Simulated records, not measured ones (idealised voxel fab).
process module | voxel gate over fins
cross-section cut | 210 nm wide | cells 5 nm
A cross-section is a grid of square cells, given in bands from the top down. A band is one or more rows of cells.
Each band's line starts with the height of the band's top and of its bottom, in nm. Then come its materials from left to right, each with its width in nm. One material with "throughout" fills the band from edge to edge. "air" is empty space.
Height 0 is the level under which the wafer as received is all one material. The lowest band goes on downwards, as in "0 down".
A width such as "30 to 40" changes by the same amount from each row of cells to the next, from the band's top row to its bottom row.
"no change" after a step means that no cell of the cross-section changed.
closed voids: empty space of 8 cells or more with no open way to the top, each as width x height at its distance from the left edge, in nm
after a step's settings: what the simulator itself notes on the step
overlay nm, on a step with a mask: how far to the right of its planned place the mask lay; to the left if negative
plan
1 op RECEIVE | material Si
2 op CONFORMAL_DEP | material SiN | thk nm 10
3 op DIRECTIONAL_DEP | material aC | thk nm 10
4 op PATTERN | tone cover | mask id FINS | material resist | width nm 15 | pitch nm 55 | thk nm 30 | overlay nm 0
5 op DIRECTIONAL_ETCH | etch materials aC | depth nm 10
6 op STRIP | etch materials resist
7 op DIRECTIONAL_ETCH | etch materials SiN | depth nm 10
8 op DIRECTIONAL_ETCH | etch materials Si | depth nm 35
9 op STRIP | etch materials aC
10 op FILL_DEP | material SiO2 | thk nm 15
11 op CMP | height nm 10
12 op DIRECTIONAL_DEP | material aC | thk nm 10
13 op PATTERN | tone open | mask id RAIL | material resist | width nm 15 | thk nm 25 | overlay nm 0
14 op DIRECTIONAL_ETCH | etch materials aC | depth nm 10
15 op STRIP | etch materials resist
16 op DIRECTIONAL_ETCH | etch materials SiO2 | depth nm 40
17 op STRIP | etch materials aC
18 op CONFORMAL_DEP | material TiN | thk nm 5
19 op FILL_DEP | material W | thk nm 10
20 op CMP | height nm 10
21 op SELECTIVE_ETCH | etch materials W Ru TiN | depth nm 30
22 op FILL_DEP | material SiO2 | thk nm 5
23 op CMP | height nm 10
24 op SELECTIVE_ETCH | etch materials SiO2 | depth nm 20
25 op STRIP | etch materials SiN
26 op CONFORMAL_DEP | material HfO2 | thk nm 5
27 op CONFORMAL_DEP | material TiN | thk nm 5
28 op CONFORMAL_DEP | material TiAl | thk nm 5
29 op CONFORMAL_DEP | material TiN | thk nm 5
30 op FILL_DEP | material W | thk nm 15
31 op CMP | height nm 30
32 op CONFORMAL_DEP | material SiCN | thk nm 10
first wafer, as planned
as received, after step 1
  0 down: Si throughout
  closed voids: none
after step 2
  10 to 0: SiN throughout
  below 0: unchanged
after step 3
  20 to 10: aC throughout
  below 10: unchanged
after step 4
  50 to 20: air 40 | resist 15 | air 40 | resist 15 | air 40 | resist 15 | air 45
  below 20: unchanged
after step 5
  40 to 20: air 40 | resist 15 | air 40 | resist 15 | air 40 | resist 15 | air 45
  20 to 10: air 40 | aC 15 | air 40 | aC 15 | air 40 | aC 15 | air 45
  below 10: unchanged
after step 6
  20 to 10: air 40 | aC 15 | air 40 | aC 15 | air 40 | aC 15 | air 45
  below 10: unchanged
after step 7
  20 to 10: air 40 | aC 15 | air 40 | aC 15 | air 40 | aC 15 | air 45
  10 to 0: air 40 | SiN 15 | air 40 | SiN 15 | air 40 | SiN 15 | air 45
  below 0: unchanged
after step 8
  20 to 10: air 40 | aC 15 | air 40 | aC 15 | air 40 | aC 15 | air 45
  10 to 0: air 40 | SiN 15 | air 40 | SiN 15 | air 40 | SiN 15 | air 45
  0 to -35: air 40 | Si 15 | air 40 | Si 15 | air 40 | Si 15 | air 45
  below -35: unchanged
after step 9
  10 to 0: air 40 | SiN 15 | air 40 | SiN 15 | air 40 | SiN 15 | air 45
  below 0: unchanged
after step 10
  25 to 10: SiO2 throughout
  10 to 0: SiO2 40 | SiN 15 | SiO2 40 | SiN 15 | SiO2 40 | SiN 15 | SiO2 45
  0 to -35: SiO2 40 | Si 15 | SiO2 40 | Si 15 | SiO2 40 | Si 15 | SiO2 45
  below -35: unchanged
after step 11
  10 to 0: SiO2 40 | SiN 15 | SiO2 40 | SiN 15 | SiO2 40 | SiN 15 | SiO2 45
  below 0: unchanged
after step 12
  20 to 10: aC throughout
  below 10: unchanged
after step 13
  45 to 20: resist 65 | air 15 | resist 130
  below 20: unchanged
after step 14
  35 to 20: resist 65 | air 15 | resist 130
  20 to 10: aC 65 | air 15 | aC 130
  below 10: unchanged
after step 15
  20 to 10: aC 65 | air 15 | aC 130
  below 10: unchanged
after step 16
  20 to 10: aC 65 | air 15 | aC 130
  10 to 0: SiO2 40 | SiN 15 | SiO2 10 | air 15 | SiO2 15 | SiN 15 | SiO2 40 | SiN 15 | SiO2 45
  0 to -30: SiO2 40 | Si 15 | SiO2 10 | air 15 | SiO2 15 | Si 15 | SiO2 40 | Si 15 | SiO2 45
  below -30: unchanged
after step 17
  10 to 0: SiO2 40 | SiN 15 | SiO2 10 | air 15 | SiO2 15 | SiN 15 | SiO2 40 | SiN 15 | SiO2 45
  below 0: unchanged
after step 18
  15 to 10: TiN 70 | air 5 | TiN 135
  10 to 0: SiO2 40 | SiN 15 | SiO2 10 | TiN 5 | air 5 | TiN 5 | SiO2 15 | SiN 15 | SiO2 40 | SiN 15 | SiO2 45
  0 to -25: SiO2 40 | Si 15 | SiO2 10 | TiN 5 | air 5 | TiN 5 | SiO2 15 | Si 15 | SiO2 40 | Si 15 | SiO2 45
  -25 to -30: SiO2 40 | Si 15 | SiO2 10 | TiN 15 | SiO2 15 | Si 15 | SiO2 40 | Si 15 | SiO2 45
  below -30: unchanged
after step 19
  25 to 15: W throughout
  15 to 10: TiN 70 | W 5 | TiN 135
  10 to 0: SiO2 40 | SiN 15 | SiO2 10 | TiN 5 | W 5 | TiN 5 | SiO2 15 | SiN 15 | SiO2 40 | SiN 15 | SiO2 45
  0 to -25: SiO2 40 | Si 15 | SiO2 10 | TiN 5 | W 5 | TiN 5 | SiO2 15 | Si 15 | SiO2 40 | Si 15 | SiO2 45
  below -25: unchanged
after step 20
  10 to 0: SiO2 40 | SiN 15 | SiO2 10 | TiN 5 | W 5 | TiN 5 | SiO2 15 | SiN 15 | SiO2 40 | SiN 15 | SiO2 45
  below 0: unchanged
after step 21
  10 to 0: SiO2 40 | SiN 15 | SiO2 10 | air 15 | SiO2 15 | SiN 15 | SiO2 40 | SiN 15 | SiO2 45
  0 to -20: SiO2 40 | Si 15 | SiO2 10 | air 15 | SiO2 15 | Si 15 | SiO2 40 | Si 15 | SiO2 45
  below -20: unchanged
after step 22
  15 to 10: SiO2 throughout
  10 to 0: SiO2 40 | SiN 15 | SiO2 40 | SiN 15 | SiO2 40 | SiN 15 | SiO2 45
  0 to -20: SiO2 40 | Si 15 | SiO2 40 | Si 15 | SiO2 40 | Si 15 | SiO2 45
  below -20: unchanged
after step 23
  10 to 0: SiO2 40 | SiN 15 | SiO2 40 | SiN 15 | SiO2 40 | SiN 15 | SiO2 45
  below 0: unchanged
after step 24
  10 to 0: air 40 | SiN 15 | air 40 | SiN 15 | air 40 | SiN 15 | air 45
  0 to -10: air 40 | Si 15 | air 40 | Si 15 | air 40 | Si 15 | air 45
  below -10: unchanged
after step 25
  0 to -10: air 40 | Si 15 | air 40 | Si 15 | air 40 | Si 15 | air 45
  below -10: unchanged
after step 26
  5 to 0: air 35 | HfO2 25 | air 30 | HfO2 25 | air 30 | HfO2 25 | air 40
  0 to -5: air 35 | HfO2 5 | Si 15 | HfO2 5 | air 30 | HfO2 5 | Si 15 | HfO2 5 | air 30 | HfO2 5 | Si 15 | HfO2 5 | air 40
  -5 to -10: HfO2 40 | Si 15 | HfO2 40 | Si 15 | HfO2 40 | Si 15 | HfO2 45
  below -10: unchanged
after step 27
  10 to 5: air 30 | TiN 35 | air 20 | TiN 35 | air 20 | TiN 35 | air 35
  5 to 0: air 30 | TiN 5 | HfO2 25 | TiN 5 | air 20 | TiN 5 | HfO2 25 | TiN 5 | air 20 | TiN 5 | HfO2 25 | TiN 5 | air 35
  0 to -5: TiN 35 | HfO2 5 | Si 15 | HfO2 5 | TiN 30 | HfO2 5 | Si 15 | HfO2 5 | TiN 30 | HfO2 5 | Si 15 | HfO2 5 | TiN 40
  below -5: unchanged
after step 28
  15 to 10: air 25 | TiAl 45 | air 10 | TiAl 45 | air 10 | TiAl 45 | air 30
  10 to 5: air 25 | TiAl 5 | TiN 35 | TiAl 5 | air 10 | TiAl 5 | TiN 35 | TiAl 5 | air 10 | TiAl 5 | TiN 35 | TiAl 5 | air 30
  5 to 0: TiAl 30 | TiN 5 | HfO2 25 | TiN 5 | TiAl 20 | TiN 5 | HfO2 25 | TiN 5 | TiAl 20 | TiN 5 | HfO2 25 | TiN 5 | TiAl 35
  below 0: unchanged
after step 29
  20 to 15: air 20 | TiN 165 | air 25
  15 to 10: air 20 | TiN 5 | TiAl 45 | TiN 10 | TiAl 45 | TiN 10 | TiAl 45 | TiN 5 | air 25
  10 to 5: TiN 25 | TiAl 5 | TiN 35 | TiAl 5 | TiN 10 | TiAl 5 | TiN 35 | TiAl 5 | TiN 10 | TiAl 5 | TiN 35 | TiAl 5 | TiN 30
  below 5: unchanged
after step 30
  35 to 20: W throughout
  20 to 15: W 20 | TiN 165 | W 25
  15 to 10: W 20 | TiN 5 | TiAl 45 | TiN 10 | TiAl 45 | TiN 10 | TiAl 45 | TiN 5 | W 25
  below 10: unchanged
after step 31
  30 to 20: W throughout
  below 20: unchanged
after step 32
  40 to 30: SiCN throughout
  below 30: unchanged
second wafer: like start, like plan, one mistake. Through step 26 it matches the first wafer
when step 27 should have ended
  10 to 5: air 30 | TiAl 35 | air 20 | TiAl 35 | air 20 | TiAl 35 | air 35
  5 to 0: air 30 | TiAl 5 | HfO2 25 | TiAl 5 | air 20 | TiAl 5 | HfO2 25 | TiAl 5 | air 20 | TiAl 5 | HfO2 25 | TiAl 5 | air 35
  0 to -5: TiAl 35 | HfO2 5 | Si 15 | HfO2 5 | TiAl 30 | HfO2 5 | Si 15 | HfO2 5 | TiAl 30 | HfO2 5 | Si 15 | HfO2 5 | TiAl 40
  below -5: unchanged
when step 28 should have ended
  15 to 10: air 25 | TiN 45 | air 10 | TiN 45 | air 10 | TiN 45 | air 30
  10 to 5: air 25 | TiN 5 | TiAl 35 | TiN 5 | air 10 | TiN 5 | TiAl 35 | TiN 5 | air 10 | TiN 5 | TiAl 35 | TiN 5 | air 30
  5 to 0: TiN 30 | TiAl 5 | HfO2 25 | TiAl 5 | TiN 20 | TiAl 5 | HfO2 25 | TiAl 5 | TiN 20 | TiAl 5 | HfO2 25 | TiAl 5 | TiN 35
  below 0: unchanged
when step 29 should have ended
  20 to 10: air 20 | TiN 165 | air 25
  10 to 5: TiN 30 | TiAl 35 | TiN 20 | TiAl 35 | TiN 20 | TiAl 35 | TiN 35
  below 5: unchanged
when step 30 should have ended
  35 to 20: W throughout
  20 to 10: W 20 | TiN 165 | W 25
  below 10: unchanged
when step 31 should have ended
  30 to 20: W throughout
  below 20: unchanged
when step 32 should have ended
  40 to 30: SiCN throughout
  below 30: unchanged
what went wrong: steps 27 and 28 were swapped
at the end the second wafer has, in cells: as many of each material as the first, in other places
